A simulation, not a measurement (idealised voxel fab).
process module | voxel transistor to metal
cross-section cut | 170 nm wide | cells 5 nm
A cross-section is a grid of square cells, given in bands from the top down. A band is one or more rows of cells.
Each band's line starts with the height of the band's top and of its bottom, in nm. Then come its materials from left to right, each with its width in nm. One material with "throughout" fills the band from edge to edge. "air" is empty space.
Height 0 is the level under which the wafer as received is all one material. The lowest band goes on downwards, as in "0 down".
A width such as "30 to 40" changes by the same amount from each row of cells to the next, from the band's top row to its bottom row.
"no change" after a step means that no cell of the cross-section changed.
closed voids: empty space of 8 cells or more with no open way to the top, each as width x height at its distance from the left edge, in nm
after a step's settings: what the simulator itself notes on the step
overlay nm, on a step with a mask: how far to the right of its planned place the mask lay; to the left if negative
plan
1 op RECEIVE | material Si
2 op OXIDIZE | depth nm 5
3 op CONFORMAL_DEP | material SiN | thk nm 10
4 op DIRECTIONAL_DEP | material aC | thk nm 10
5 op PATTERN | tone cover | mask id ACTIVE | material resist | width nm 105 | thk nm 25 | overlay nm 0
6 op DIRECTIONAL_ETCH | etch materials aC | depth nm 10
7 op STRIP | etch materials resist
8 op DIRECTIONAL_ETCH | etch materials SiN | depth nm 10
9 op DIRECTIONAL_ETCH | etch materials SiO2 | depth nm 5
10 op DIRECTIONAL_ETCH | etch materials Si | depth nm 30
11 op STRIP | etch materials aC
12 op FILL_DEP | material SiO2 | thk nm 10
13 op CMP | height nm 10
14 op SELECTIVE_ETCH | etch materials SiO2 | depth nm 10
15 op STRIP | etch materials SiN
16 op SELECTIVE_ETCH | etch materials SiO2 | depth nm 5
17 op OXIDIZE | depth nm 5
18 op DIRECTIONAL_DEP | material polySi | thk nm 30
19 op DIRECTIONAL_DEP | material SiCN | thk nm 15
20 op DIRECTIONAL_DEP | material aC | thk nm 10
21 op PATTERN | tone cover | mask id GATE | material resist | width nm 25 | thk nm 25 | overlay nm 0
22 op DIRECTIONAL_ETCH | etch materials aC | depth nm 10
23 op STRIP | etch materials resist
24 op DIRECTIONAL_ETCH | etch materials SiCN | depth nm 25
25 op DIRECTIONAL_ETCH | etch materials polySi | depth nm 40
26 op STRIP | etch materials aC
27 op CONFORMAL_DEP | material SiN | thk nm 10
28 op DIRECTIONAL_ETCH | etch materials SiN | depth nm 10
29 op DIRECTIONAL_ETCH | etch materials SiO2 | depth nm 5
30 op DIRECTIONAL_ETCH | etch materials Si | depth nm 5
31 op EPI | material nSi | thk nm 5
32 op FILL_DEP | material SiO2 | thk nm 5
33 op CMP | height nm 25
34 op STRIP | etch materials polySi
35 op SELECTIVE_ETCH | etch materials SiO2 | depth nm 5
36 op CONFORMAL_DEP | material HfO2 | thk nm 5
37 op CONFORMAL_DEP | material TiN | thk nm 5
38 op FILL_DEP | material W | thk nm 5
39 op CMP | height nm 20
40 op DIRECTIONAL_DEP | material SiO2 | thk nm 10
41 op MASKED_ETCH | tone open | mask id CONTACT | width nm 20 | pitch nm 75 | etch materials SiO2 | depth nm 40 | overlay nm 0
42 op CONFORMAL_DEP | material TiN | thk nm 5
43 op FILL_DEP | material Ru | thk nm 10
44 op CMP | height nm 30
45 op CONFORMAL_DEP | material SiCN | thk nm 5
46 op DIRECTIONAL_DEP | material SiO2 | thk nm 25
47 op DIRECTIONAL_DEP | material aC | thk nm 10
48 op PATTERN | tone open | mask id METAL_1 | material resist | width nm 20 | pitch nm 75 | thk nm 30 | overlay nm 0
49 op DIRECTIONAL_ETCH | etch materials aC | depth nm 10
50 op STRIP | etch materials resist
51 op DIRECTIONAL_ETCH | etch materials SiO2 | depth nm 25
52 op DIRECTIONAL_ETCH | etch materials SiCN | depth nm 5
53 op STRIP | etch materials aC
54 op CONFORMAL_DEP | material TiN | thk nm 5
55 op FILL_DEP | material Cu | thk nm 5
56 op CMP | height nm 60
57 op CONFORMAL_DEP | material SiN | thk nm 5
as received, after step 1
  0 down: Si throughout
  closed voids: none
a wafer at the end: this start, this plan, one mistake
  65 to 60: SiN throughout
  60 to 35: SiO2 35 | TiN 5 | Cu 10 | TiN 5 | SiO2 55 | TiN 5 | Cu 10 | TiN 5 | SiO2 40
  35 to 30: SiCN 35 | TiN 20 | SiCN 55 | TiN 20 | SiCN 40
  30 to 20: SiO2 35 | TiN 5 | Ru 10 | TiN 5 | SiO2 55 | TiN 5 | Ru 10 | TiN 5 | SiO2 40
  20 to -5: SiO2 35 | TiN 5 | Ru 10 | TiN 5 | SiO2 10 | SiN 10 | HfO2 5 | TiN 10 | HfO2 5 | SiN 10 | SiO2 5 | TiN 5 | Ru 10 | TiN 5 | SiO2 40
  -5 to -10: SiO2 35 | TiN 20 | SiO2 5 | nSi 5 | SiO2 5 | HfO2 30 | SiO2 5 | nSi 5 | TiN 20 | SiO2 40
  -10 to -15: SiO2 30 | nSi 35 | Si 40 | nSi 30 | SiO2 35
  -15 to -35: SiO2 30 | Si 105 | SiO2 35
  -35 down: Si throughout
  closed voids: none
what went wrong: step 21 ran as: op PATTERN | tone cover | mask id GATE | material resist | width nm 20 | thk nm 25 | overlay nm 0
